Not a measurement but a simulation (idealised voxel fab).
process module | voxel fin reveal
Cross-section cut: width 245 nm, square cells of 5 nm.
Heads up, the way a cross-section reads in here is a grid of square cells, handed over as bands from the top down, with every band being one or more rows of cells.
A band entry consists of two parts. The first gives the height of the band's top and the height of its bottom, in nm. The rest lists the band's materials from left to right, each with its width in nm. A single material labelled with the word "everywhere" fills the band from edge to edge, and the word "blank" marks empty space.
Measure heights from 0. That's the level where, below it, the as-received wafer is all one material. The lowest band is bottomless and extends downward; write it as in "0 down".
Note: "30 to 40" means the width goes from the first number (top row of the band) to the second number (bottom row) in equal steps per row of cells.
A step reported as "everything unchanged" is a step in which no cell of the cross-section changed.
If an empty space has no open way to the top and is at least 8 cells in size, "Tabulated closed voids" lists it, written width x height at distance, where distance is measured from the left edge and every value is in nm.
after a step's settings: what the simulator itself notes on the step
A step's line can hold "overlay nm"; with a mask on that step, the setting says how far right of the planned place the mask lay, while a negative setting says it lay to the left.

List of planned process steps:
| 1 | RECEIVE,material Si |
| 2 | CONFORMAL_DEP,material SiN,thk nm 5 |
| 3 | MASKED_ETCH,tone cover,mask id FINS,width nm 15,pitch nm 45,etch materials SiN,depth nm 5,overlay nm 0 |
| 4 | MASKED_ETCH,tone cover,mask id FINS,width nm 15,pitch nm 45,etch materials Si,depth nm 30,overlay nm 0 |
| 5 | OXIDIZE,depth nm 5 |
| 6 | FILL_DEP,material SiO2,thk nm 10 |
| 7 | CMP,height nm 5 |
| 8 | SELECTIVE_ETCH,etch materials SiO2,depth nm 20 |
| 9 | STRIP,etch materials SiN |
| 10 | CONFORMAL_DEP,material HfO2,thk nm 5 |

Cross-section of the incoming wafer, state after step 1:
* 0 down  Si everywhere
* Tabulated closed voids: none

Cross-section: first of two wafers, module finished, run according to plan:
* 5 to 0  70 nm blank; 15 nm HfO2; 30 nm blank; 15 nm HfO2; 30 nm blank; 15 nm HfO2; 70 nm blank
* 0 to -10  70 nm blank; 5 nm HfO2; 5 nm Si; 5 nm HfO2; 30 nm blank; 5 nm HfO2; 5 nm Si; 5 nm HfO2; 30 nm blank; 5 nm HfO2; 5 nm Si; 5 nm HfO2; 70 nm blank
* -10 to -15  75 nm HfO2; 5 nm Si; 40 nm HfO2; 5 nm Si; 40 nm HfO2; 5 nm Si; 75 nm HfO2
* -15 to -35  75 nm SiO2; 5 nm Si; 40 nm SiO2; 5 nm Si; 40 nm SiO2; 5 nm Si; 75 nm SiO2
* -35 down  Si everywhere
* Tabulated closed voids: none

Second wafer cross-section at end of module - shared start and plan with the first, one mistake in the run:
* 5 to 0  70 nm blank; 15 nm HfO2; 30 nm blank; 15 nm HfO2; 30 nm blank; 15 nm HfO2; 70 nm blank
* 0 to -10  70 nm blank; 5 nm HfO2; 5 nm Si; 5 nm HfO2; 30 nm blank; 5 nm HfO2; 5 nm Si; 5 nm HfO2; 30 nm blank; 5 nm HfO2; 5 nm Si; 5 nm HfO2; 70 nm blank
* -10 to -15  75 nm HfO2; 5 nm Si; 40 nm HfO2; 5 nm Si; 40 nm HfO2; 5 nm Si; 75 nm HfO2
* -15 to -40  75 nm SiO2; 5 nm Si; 40 nm SiO2; 5 nm Si; 40 nm SiO2; 5 nm Si; 75 nm SiO2
* -40 down  Si everywhere
* Tabulated closed voids: none
What was the processing mistake? step 4 deviated from plan and actually ran as MASKED_ETCH,tone cover,mask id FINS,width nm 15,pitch nm 45,etch materials Si,depth nm 35,overlay nm 0
End of process, cell counts, second wafer against first, materials with more or fewer: Si: 46 fewer; SiO2: 46 more
